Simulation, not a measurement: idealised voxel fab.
process module | voxel double patterning
cross-section cut | 240 nm wide | cells 5 nm
A cross-section is a grid of square cells, given in bands from the top down. A band is one or more rows of cells.
Each band's line starts with the height of the band's top and of its bottom, in nm. Then come its materials from left to right, each with its width in nm. One material with "throughout" fills the band from edge to edge. "air" is empty space.
Height 0 is the level under which the wafer as received is all one material. The lowest band goes on downwards, as in "0 down".
A width such as "30 to 40" changes by the same amount from each row of cells to the next, from the band's top row to its bottom row.
"no change" after a step means that no cell of the cross-section changed.
closed voids: empty space of 8 cells or more with no open way to the top, each as width x height at its distance from the left edge, in nm
after a step's settings: what the simulator itself notes on the step
overlay nm, on a step with a mask: how far to the right of its planned place the mask lay; to the left if negative
plan
1 op RECEIVE | material Si
2 op CONFORMAL_DEP | material SiO2 | thk nm 10
3 op DIRECTIONAL_DEP | material polySi | thk nm 15
4 op DIRECTIONAL_DEP | material SiN | thk nm 10
5 op MASKED_ETCH | tone open | mask id FIRST | width nm 15 | pitch nm 50 | etch materials SiN | depth nm 10 | overlay nm 0
6 op MASKED_ETCH | tone open | mask id SECOND | width nm 15 | pitch nm 50 | etch materials SiN | depth nm 10 | overlay nm -15
7 op DIRECTIONAL_ETCH | etch materials polySi | depth nm 15
8 op STRIP | etch materials SiN
varied across the wafers: overlay nm of step 6. The plan shows the first wafer's value. All wafers start alike
first wafer as received, after step 1
  0 down: Si throughout
  closed voids: none
first wafer at the end, after step 8
  25 to 10: polySi 60 | air 25 | polySi 25 | air 25 | polySi 25 | air 15 | polySi 65
  10 to 0: SiO2 throughout
  0 down: Si throughout
  closed voids: none
last wafer at the end
  25 to 10: polySi 60 | air 15 | polySi 25 | air 25 | polySi 25 | air 25 | polySi 65
  10 to 0: SiO2 throughout
  0 down: Si throughout
  closed voids: none
each wafer at the end: cells of each material gained (+) or lost (-) since it was received, then its closed voids
overlay nm -15 | +96 SiO2 | +105 polySi | closed voids: none
overlay nm -10 | +96 SiO2 | +99 polySi | closed voids: none
overlay nm -5 | +96 SiO2 | +99 polySi | closed voids: none
overlay nm 0 | +96 SiO2 | +99 polySi | closed voids: none
overlay nm 5 | +96 SiO2 | +99 polySi | closed voids: none
overlay nm 10 | +96 SiO2 | +99 polySi | closed voids: none
overlay nm 15 | +96 SiO2 | +105 polySi | closed voids: none
